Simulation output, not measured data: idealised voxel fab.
process module | voxel ribs on slabs
cross-section cut | 185 nm wide | cells 5 nm
A cross-section is a grid of square cells, given in bands from the top down. A band is one or more rows of cells.
Each band's line starts with the height of the band's top and of its bottom, in nm. Then come its materials from left to right, each with its width in nm. One material with "throughout" fills the band from edge to edge. "air" is empty space.
Height 0 is the level under which the wafer as received is all one material. The lowest band goes on downwards, as in "0 down".
A width such as "30 to 40" changes by the same amount from each row of cells to the next, from the band's top row to its bottom row.
"no change" after a step means that no cell of the cross-section changed.
closed voids: empty space of 8 cells or more with no open way to the top, each as width x height at its distance from the left edge, in nm
after a step's settings: what the simulator itself notes on the step
overlay nm, on a step with a mask: how far to the right of its planned place the mask lay; to the left if negative
plan
1 op RECEIVE | material Si
2 op DIRECTIONAL_DEP | material SiO2 | thk nm 25
3 op DIRECTIONAL_DEP | material polySi | thk nm 15
4 op PATTERN | tone cover | mask id RIB | material resist | width nm 15 | thk nm 20 | overlay nm 0
5 op DIRECTIONAL_ETCH | etch materials polySi | depth nm 5
6 op STRIP | etch materials resist
7 op PATTERN | tone cover | mask id SLAB | material resist | width nm 55 | thk nm 20 | overlay nm 0
8 op DIRECTIONAL_ETCH | etch materials polySi | depth nm 10
9 op STRIP | etch materials resist
10 op FILL_DEP | material SiO2 | thk nm 20
11 op CMP | height nm 50
12 op DIRECTIONAL_DEP | material TiN | thk nm 5
13 op PATTERN | tone cover | mask id HEATER | material resist | width nm 25 | thk nm 20 | overlay nm 0
14 op DIRECTIONAL_ETCH | etch materials TiN | depth nm 5
15 op STRIP | etch materials resist
16 op CONFORMAL_DEP | material SiO2 | thk nm 5
as received, after step 1
  0 down: Si throughout
  closed voids: none
first wafer at the end, as planned
  60 to 55: air 75 | SiO2 35 | air 75
  55 to 50: SiO2 80 | TiN 25 | SiO2 80
  50 to 40: SiO2 throughout
  40 to 35: SiO2 85 | polySi 15 | SiO2 85
  35 to 25: SiO2 65 | polySi 55 | SiO2 65
  25 to 0: SiO2 throughout
  0 down: Si throughout
  closed voids: none
second wafer at the end: like start, like plan, one mistake
  60 to 55: air 75 | SiO2 35 | air 75
  55 to 50: SiO2 80 | TiN 25 | SiO2 80
  50 to 40: SiO2 65 | polySi 55 | SiO2 65
  40 to 25: polySi throughout
  25 to 0: SiO2 throughout
  0 down: Si throughout
  closed voids: none
what went wrong: step 3 was run twice
at the end the second wafer has, in cells: 108 fewer of SiO2 | 108 more of polySi
